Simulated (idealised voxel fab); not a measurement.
The name of this process module is voxel wiring stack.
This is section cut - it's 270 nm across, gridded in 5 nm square cells.
Square cells in a grid make up a cross-section in this document, and the grid is given as bands, listed from the top down, each one or more rows of cells. A band entry consists of two parts. The first gives the height of the band's top and the height of its bottom, in nm. The rest lists the band's materials from left to right, each with its width in nm. A single material labelled with the word "everywhere" fills the band from edge to edge, and the word "air" marks empty space. Height 0 is the level under which the wafer as received is all one material. The lowest band goes on downwards, as in "0 down". Per-row width for "30 to 40": begins at first number (top row of band), ends at second number (bottom row), increment between rows held constant. Any step labelled "identical to before" changed none of the cells in the cross-section. In the "Closed internal voids" entry, you get each enclosed empty space of 8 cells or more, one with no open way to the top, written width x height at distance, distance from the left edge, in nm. On a step's line, text after the settings is the simulator commenting on that step. Each step line may optionally specify "overlay nm", which for a step with a mask gives the rightward distance between the mask's planned place and where it lay, a negative value indicating the leftward direction.

### Intended process steps
1: RECEIVE with material Si
2: CONFORMAL_DEP with material SiO2, thk nm 15
3: CONFORMAL_DEP with material SiN, thk nm 5
4: DIRECTIONAL_DEP with material SiO2, thk nm 20
5: DIRECTIONAL_DEP with material aC, thk nm 10
6: PATTERN with tone open, mask id METAL_1, material resist, width nm 30, pitch nm 55, thk nm 30, overlay nm 0
7: DIRECTIONAL_ETCH with etch materials aC, depth nm 10
8: STRIP with etch materials resist
9: DIRECTIONAL_ETCH with etch materials SiO2, depth nm 20
10: DIRECTIONAL_ETCH with etch materials SiN, depth nm 5
11: STRIP with etch materials aC
12: CONFORMAL_DEP with material TiN, thk nm 5
13: FILL_DEP with material Cu, thk nm 10
14: CMP with height nm 40
15: CONFORMAL_DEP with material SiCN, thk nm 5
16: DIRECTIONAL_DEP with material lowk, thk nm 25
17: PATTERN with tone open, mask id METAL_2, material resist, width nm 30, pitch nm 55, thk nm 15, overlay nm 0
18: DIRECTIONAL_ETCH with etch materials lowk, depth nm 15
19: STRIP with etch materials resist
20: PATTERN with tone open, mask id METAL_2_HOLES, material resist, width nm 15, pitch nm 110, thk nm 15, overlay nm 0
21: DIRECTIONAL_ETCH with etch materials lowk, depth nm 10
22: DIRECTIONAL_ETCH with etch materials SiCN, depth nm 5
23: STRIP with etch materials resist
24: CONFORMAL_DEP with material TiN, thk nm 5
25: FILL_DEP with material Ru, thk nm 10
26: CMP with height nm 70
27: CONFORMAL_DEP with material SiN, thk nm 5

### Incoming wafer, cross-sectional view, post step 1
- 0 down  Si everywhere
- Closed internal voids: none

### Below is the wafer in cross-section after the module was completed. It began from the starting point shown above and followed the plan shown above, except that one mistake was made while running it
- 75 to 70  SiN everywhere
- 70 to 60  lowk=65; TiN=5; Ru=20; TiN=5; lowk=25; TiN=5; Ru=20; TiN=5; lowk=25; TiN=5; Ru=20; TiN=5; lowk=65
- 60 to 55  lowk=65; TiN=5; Ru=5; TiN=20; lowk=25; TiN=30; lowk=25; TiN=5; Ru=5; TiN=20; lowk=65
- 55 to 50  lowk=65; TiN=5; Ru=5; TiN=5; lowk=95; TiN=5; Ru=5; TiN=5; lowk=80
- 50 to 45  lowk=65; TiN=15; lowk=95; TiN=15; lowk=80
- 45 to 40  SiN everywhere
- 40 to 20  SiO2=65; TiN=5; Cu=20; TiN=5; SiO2=25; TiN=5; Cu=20; TiN=5; SiO2=25; TiN=5; Cu=20; TiN=5; SiO2=65
- 20 to 15  SiN=65; TiN=30; SiN=25; TiN=30; SiN=25; TiN=30; SiN=65
- 15 to 0  SiO2 everywhere
- 0 down  Si everywhere
- Closed internal voids: none
Misprocessing identified: step 15 was not run as planned; what actually ran was CONFORMAL_DEP with material SiN, thk nm 5
